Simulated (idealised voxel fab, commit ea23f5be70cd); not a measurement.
process module | voxel self aligned contacts
Pictured: cross-section cut, 200 nm wide, on a grid of 5 nm square cells.
Cross-section spec: square-cell grid; bands listed top down; each band is one or more rows. The band entry comprises the height of the band's top followed by the height of its bottom, expressed in nm, and subsequently the band's materials from left to right, each stated together with its width in nm. Where a single material is marked with the word "full width", that material fills the band from edge to edge. The word "empty" represents empty space. Heights are reckoned from 0. Under this level, the received wafer is all of one material. The bottommost band is open-ended downward, for example "0 -> down". Think of "30..40" as a width that walks from the first number to the second as you go down the band, top row to bottom row, taking equal-sized steps from row to row. For the purposes of this document, the phrase "nothing was modified" attached to a step denotes that no cell within the cross-section was modified by that step. You'll see "Listed closed voids" listing empty spaces that have no way open to the top, as long as they're 8 cells or more; the notation is width x height at distance, where the distance is from the left edge, and all of it is in nm. Whatever follows a step's settings on its line is a remark the simulator itself makes about that step. "overlay nm" denotes, for a step that has a mask, the displacement of the mask to the right of its planned place, with negative values corresponding to the left.
Process steps - plan:
1 RECEIVE (material Si)
2 CONFORMAL_DEP (material SiO2; thk nm 5)
3 DIRECTIONAL_DEP (material polySi; thk nm 30)
4 DIRECTIONAL_DEP (material SiN; thk nm 20)
5 DIRECTIONAL_DEP (material aC; thk nm 15)
6 PATTERN (tone cover; mask id GATE; material resist; width nm 25; pitch nm 60; thk nm 30; overlay nm 0)
7 DIRECTIONAL_ETCH (etch materials aC; depth nm 15)
8 STRIP (etch materials resist)
9 DIRECTIONAL_ETCH (etch materials SiN; depth nm 20)
10 DIRECTIONAL_ETCH (etch materials polySi; depth nm 30)
11 STRIP (etch materials aC)
12 CONFORMAL_DEP (material SiN; thk nm 10)
13 DIRECTIONAL_ETCH (etch materials SiN; depth nm 10)
14 FILL_DEP (material SiO2; thk nm 15)
15 CMP (height nm 60)
16 MASKED_ETCH (tone open; mask id CONTACT; width nm 45; etch materials SiO2; depth nm 60; overlay nm 0)
17 CONFORMAL_DEP (material TiN; thk nm 5)
18 FILL_DEP (material Ru; thk nm 5)
19 CMP (height nm 60)
20 CONFORMAL_DEP (material SiN; thk nm 5)
As-received wafer cross-section (after step 1):
> 0 -> down: Si full width
> Listed closed voids: none
Cross-section: first of two wafers, module finished, run according to plan:
> 65 -> 60: SiN full width
> 60 -> 55: SiO2 75 nm  TiN 20 nm  Ru 5 nm  TiN 20 nm  SiO2 80 nm
> 55 -> 35: SiO2 45 nm  SiN 45 nm  TiN 5 nm  Ru 5 nm  TiN 5 nm  SiN 45 nm  SiO2 50 nm
> 35 -> 5: SiO2 45 nm  SiN 10 nm  polySi 25 nm  SiN 10 nm  TiN 5 nm  Ru 5 nm  TiN 5 nm  SiN 10 nm  polySi 25 nm  SiN 10 nm  SiO2 50 nm
> 5 -> 0: SiO2 90 nm  TiN 15 nm  SiO2 95 nm
> 0 -> down: Si full width
> Listed closed voids: none
Module end: cross-section of wafer two of two. Same start and process plan as the first wafer. One mistake during execution:
> 65 -> 60: SiN full width
> 60 -> 55: SiO2 70 nm  TiN 25 nm  Ru 5 nm  TiN 15 nm  SiO2 85 nm
> 55 -> 35: SiO2 45 nm  SiN 45 nm  TiN 5 nm  Ru 5 nm  TiN 5 nm  SiN 45 nm  SiO2 50 nm
> 35 -> 5: SiO2 45 nm  SiN 10 nm  polySi 25 nm  SiN 10 nm  TiN 5 nm  Ru 5 nm  TiN 5 nm  SiN 10 nm  polySi 25 nm  SiN 10 nm  SiO2 50 nm
> 5 -> 0: SiO2 90 nm  TiN 15 nm  SiO2 95 nm
> 0 -> down: Si full width
> Listed closed voids: none
What was the processing mistake? the process deviated at step 16: the operation and settings actually run there were MASKED_ETCH (tone open; mask id CONTACT; width nm 45; etch materials SiO2; depth nm 60; overlay nm -5)
If you tally the cells, the second wafer ends up with the same amount of every material as the first; it's all just sitting in different places.
